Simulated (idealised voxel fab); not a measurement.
Process module heading - voxel self aligned vias
Section cut is 185 nm wide and gridded with 5 nm square cells.
This document writes a cross-section as a grid whose cells are square, and gives it as bands, listed from the top down; one or more rows of cells form a band.
Band: top height; bottom height; in nm. Then, left to right: material with width in nm, for each material. "throughout": a single material spanning edge to edge. "air": empty space.
Height datum 0, below which the as-received substrate wafer is one material. Lowest band open at the bottom, running downward: "from 0 down".
The width entry "30..40" should be interpreted row by row: the top row of cells in the band takes the first number, the bottom row takes the second number, and the change between adjacent rows is uniform throughout.
"changes: none" means the step left every cell of the cross-section as it was.
For the entry "Enclosed void inventory", the listed items are empty spaces with no open way to the top whose size is 8 cells or more; each item follows the pattern width x height at distance, where distance is from the left edge and all three are in nm.
Post-settings text on a step line: simulator's own remark regarding the step.
overlay nm, on a step with a mask: how far to the right of its planned place the mask lay; to the left if negative
## The steps planned for the process are as follows
1: RECEIVE,material Si
2: CONFORMAL_DEP,material SiO2,thk nm 15
3: CONFORMAL_DEP,material SiCN,thk nm 5
4: DIRECTIONAL_DEP,material SiO2,thk nm 30
5: DIRECTIONAL_DEP,material aC,thk nm 10
6: PATTERN,tone open,mask id LINES,material resist,width nm 25,pitch nm 50,thk nm 25,overlay nm 0
7: DIRECTIONAL_ETCH,etch materials aC,depth nm 10
8: STRIP,etch materials resist
9: DIRECTIONAL_ETCH,etch materials SiO2,depth nm 30
10: STRIP,etch materials aC
11: CONFORMAL_DEP,material TiN,thk nm 5
12: FILL_DEP,material W,thk nm 5
13: CMP,height nm 50
14: SELECTIVE_ETCH,etch materials W Ru TiN,depth nm 5
15: FILL_DEP,material SiN,thk nm 10
16: CMP,height nm 50
17: DIRECTIONAL_DEP,material SiO2,thk nm 15
18: MASKED_ETCH,tone open,mask id VIAS,width nm 35,etch materials SiO2,depth nm 15,overlay nm 0
19: MASKED_ETCH,tone open,mask id VIAS,width nm 35,etch materials SiN,depth nm 5,overlay nm 0
20: CONFORMAL_DEP,material TiN,thk nm 5
21: FILL_DEP,material Cu,thk nm 10
22: CMP,height nm 65
23: CONFORMAL_DEP,material SiCN,thk nm 5
## Incoming wafer in cross-section (state: after step 1)
- from 0 down: Si throughout
- Enclosed void inventory: none
## End-of-module cross-section of the first of two wafers, processed as planned
- from 70 to 65: SiCN throughout
- from 65 to 55: 50 nm SiO2; 5 nm TiN; 25 nm Cu; 5 nm TiN; 100 nm SiO2
- from 55 to 50: 50 nm SiO2; 10 nm TiN; 15 nm Cu; 10 nm TiN; 100 nm SiO2
- from 50 to 45: 55 nm SiO2; 25 nm TiN; 25 nm SiO2; 25 nm SiN; 55 nm SiO2
- from 45 to 25: 55 nm SiO2; 5 nm TiN; 15 nm W; 5 nm TiN; 25 nm SiO2; 5 nm TiN; 15 nm W; 5 nm TiN; 55 nm SiO2
- from 25 to 20: 55 nm SiO2; 25 nm TiN; 25 nm SiO2; 25 nm TiN; 55 nm SiO2
- from 20 to 15: SiCN throughout
- from 15 to 0: SiO2 throughout
- from 0 down: Si throughout
- Enclosed void inventory: none
## Module end: cross-section of wafer two of two. Same start and process plan as the first wafer. One mistake during execution
- from 70 to 65: SiCN throughout
- from 65 to 55: 55 nm SiO2; 5 nm TiN; 25 nm Cu; 5 nm TiN; 95 nm SiO2
- from 55 to 50: 55 nm SiO2; 5 nm TiN; 15 nm Cu; 15 nm TiN; 95 nm SiO2
- from 50 to 45: 55 nm SiO2; 25 nm TiN; 25 nm SiO2; 25 nm SiN; 55 nm SiO2
- from 45 to 25: 55 nm SiO2; 5 nm TiN; 15 nm W; 5 nm TiN; 25 nm SiO2; 5 nm TiN; 15 nm W; 5 nm TiN; 55 nm SiO2
- from 25 to 20: 55 nm SiO2; 25 nm TiN; 25 nm SiO2; 25 nm TiN; 55 nm SiO2
- from 20 to 15: SiCN throughout
- from 15 to 0: SiO2 throughout
- from 0 down: Si throughout
- Enclosed void inventory: none
Run error: heads up, step 18 didn't go per plan, it actually ran as MASKED_ETCH,tone open,mask id VIAS,width nm 35,etch materials SiO2,depth nm 15,overlay nm 5
at the end the second wafer has, in cells: as many of each material as the first, in other places
